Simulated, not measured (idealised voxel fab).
The document below concerns the process module designated voxel released beams.
Cross-section cut: width 180 nm, square cells of 5 nm.
Bands, listed from the top down, are how a cross-section gets written in this document; the cross-section itself is a grid of square cells, and a band is one or more rows of them.
Quick guide to a band line: top height, bottom height (nm) up front; then every material left to right with its width in nm. Only one material and it's marked "all across"? Then it fills the band edge to edge. And "air" just means empty space.
Zero point of the height axis is 0; under it, received wafer = one material. Lowest band: continues down indefinitely, "z 0 and below".
Think of "30->40" as a width that walks from the first number to the second as you go down the band, top row to bottom row, taking equal-sized steps from row to row.
Step note "same as before" = no cross-section cell changed.
"Voids, fully enclosed" contains a list of empty spaces, each no smaller than 8 cells and without an open way to the top, written in the form width x height at distance with the distance from the left edge and all three in nm.
On a step's line, text after the settings is the simulator commenting on that step.
For masked steps, "overlay nm" on the step line gives how far right of plan the mask actually lay; a minus sign means it lay to the left.

[Steps in the process plan]
- 1: RECEIVE (material Si)
- 2: CONFORMAL_DEP (material SiN; thk nm 10)
- 3: DIRECTIONAL_DEP (material SiO2; thk nm 20)
- 4: PATTERN (tone open; mask id ANCHOR; material resist; width nm 35; thk nm 15; overlay nm 0)
- 5: DIRECTIONAL_ETCH (etch materials SiO2; depth nm 20)
- 6: STRIP (etch materials resist)
- 7: CONFORMAL_DEP (material TiN; thk nm 15)
- 8: DIRECTIONAL_DEP (material aC; thk nm 15)
- 9: PATTERN (tone cover; mask id BEAM; material resist; width nm 100; thk nm 30; overlay nm 0)
- 10: DIRECTIONAL_ETCH (etch materials aC; depth nm 15)
- 11: STRIP (etch materials resist)
- 12: DIRECTIONAL_ETCH (etch materials TiN; depth nm 15)
- 13: STRIP (etch materials aC)
- 14: STRIP (etch materials SiO2)

[Cross-section of the wafer upon arrival, representing the state reached after step 1]
	z 0 and below = Si all across
	Voids, fully enclosed: none

[First of two wafers, end-of-module section, run followed plan]
	z 45 to 30 = air 35 nm / TiN 20 nm / air 5 nm / TiN 75 nm / air 45 nm
	z 30 to 25 = air 40 nm / TiN 15 nm / air 5 nm / TiN 15 nm / air 105 nm
	z 25 to 10 = air 40 nm / TiN 35 nm / air 105 nm
	z 10 to 0 = SiN all across
	z 0 and below = Si all across
	Voids, fully enclosed: none

[Second wafer cross-section at end of module - shared start and plan with the first, one mistake in the run]
	z 60 to 45 = air 35 nm / TiN 100 nm / air 45 nm
	z 45 to 30 = TiN all across
	z 30 to 10 = SiO2 40 nm / TiN 35 nm / SiO2 105 nm
	z 10 to 0 = SiN all across
	z 0 and below = Si all across
	Voids, fully enclosed: none
Run error: the plan had its step 7 run twice
Cell-count delta at end, second wafer over first, by material: +116 SiO2 | +112 TiN
